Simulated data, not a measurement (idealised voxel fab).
The process module that follows is named voxel ribs on slabs.
Shown is cross-section cut, with a width of 145 nm and square cells of size 5 nm.
Bands, listed from the top down, are how a cross-section gets written in this document; the cross-section itself is a grid of square cells, and a band is one or more rows of them. Heights first: top, then bottom, in nm. Then materials, left to right, each with a width in nm. "full width" on a single material: fills the band edge to edge. "empty": empty space. Heights are expressed relative to 0, this being the level below which the as-received wafer comprises one material exclusively. The lowest band is unbounded in the downward direction and is denoted as in "0 -> down". Quick explanation for "30 to 40": the width changes in equal steps down the rows of cells, from the first number in the band's top row to the second number in its bottom row. "all unchanged" -> step changed no cross-section cell. Under "Closed internal cavities" you'll find the enclosed gaps, the ones with no way out to the top, that are 8 cells or bigger; each reads width x height at distance, with distance counted from the left edge, everything in nm. Whatever follows a step's settings on its line is a remark the simulator itself makes about that step. overlay nm, on a step with a mask: how far to the right of its planned place the mask lay; to the left if negative.

## Here's what the planned process steps look like
step 1: op RECEIVE | material Si
step 2: op DIRECTIONAL_DEP | material SiO2 | thk nm 25
step 3: op DIRECTIONAL_DEP | material polySi | thk nm 15
step 4: op DIRECTIONAL_DEP | material aC | thk nm 15
step 5: op PATTERN | tone cover | mask id RIB | material resist | width nm 25 | thk nm 35 | overlay nm 0
step 6: op DIRECTIONAL_ETCH | etch materials aC | depth nm 5
step 7: op STRIP | etch materials resist
step 8: op DIRECTIONAL_ETCH | etch materials polySi | depth nm 10
step 9: op STRIP | etch materials aC
step 10: op PATTERN | tone cover | mask id SLAB | material resist | width nm 55 | thk nm 15 | overlay nm 0
step 11: op DIRECTIONAL_ETCH | etch materials polySi | depth nm 5
step 12: op STRIP | etch materials resist
step 13: op FILL_DEP | material SiO2 | thk nm 25
step 14: op CMP | height nm 55
step 15: op DIRECTIONAL_DEP | material TiN | thk nm 5
step 16: op DIRECTIONAL_DEP | material aC | thk nm 10
step 17: op PATTERN | tone cover | mask id HEATER | material resist | width nm 35 | thk nm 25 | overlay nm 0
step 18: op DIRECTIONAL_ETCH | etch materials aC | depth nm 10
step 19: op STRIP | etch materials resist
step 20: op DIRECTIONAL_ETCH | etch materials TiN | depth nm 5
step 21: op STRIP | etch materials aC
step 22: op CONFORMAL_DEP | material SiN | thk nm 10
It is noted that the wafers described herein are identical at the outset and are distinguished by the depth nm of step 6; the value stated in the plan corresponds to the first wafer.

## Cross-sectional view of the first of several wafers in the as-received condition, corresponding to the state following step 1
> 0 -> down | Si full width
> Closed internal cavities: none

## Module finished, last step 22 done: cross-section of the first of several wafers
> 70 -> 65 | empty=45, then SiN=55, then empty=45
> 65 -> 60 | SiN full width
> 60 -> 55 | SiN=55, then TiN=35, then SiN=55
> 55 -> 40 | SiO2 full width
> 40 -> 35 | SiO2=45, then polySi=55, then SiO2=45
> 35 -> 25 | polySi full width
> 25 -> 0 | SiO2 full width
> 0 -> down | Si full width
> Closed internal cavities: none

## Last wafer, end of module, cross-section
> 70 -> 65 | empty=45, then SiN=55, then empty=45
> 65 -> 60 | SiN full width
> 60 -> 55 | SiN=55, then TiN=35, then SiN=55
> 55 -> 40 | SiO2 full width
> 40 -> 30 | SiO2=60, then polySi=25, then SiO2=60
> 30 -> 25 | SiO2=45, then polySi=55, then SiO2=45
> 25 -> 0 | SiO2 full width
> 0 -> down | Si full width
> Closed internal cavities: none

## Here is how to read the rows: every wafer has a row, and it shows the wafer at the end of the module, giving for each material how many cells were gained (+) or lost (-) since the wafer was received, then listing its closed voids
depth nm 5; +62 SiN; +250 SiO2; +7 TiN; +69 polySi; Closed internal cavities: none
depth nm 10; +62 SiN; +250 SiO2; +7 TiN; +69 polySi; Closed internal cavities: none
depth nm 15; +62 SiN; +298 SiO2; +7 TiN; +21 polySi; Closed internal cavities: none
depth nm 20; +62 SiN; +298 SiO2; +7 TiN; +21 polySi; Closed internal cavities: none
depth nm 25; +62 SiN; +298 SiO2; +7 TiN; +21 polySi; Closed internal cavities: none
depth nm 30; +62 SiN; +298 SiO2; +7 TiN; +21 polySi; Closed internal cavities: none
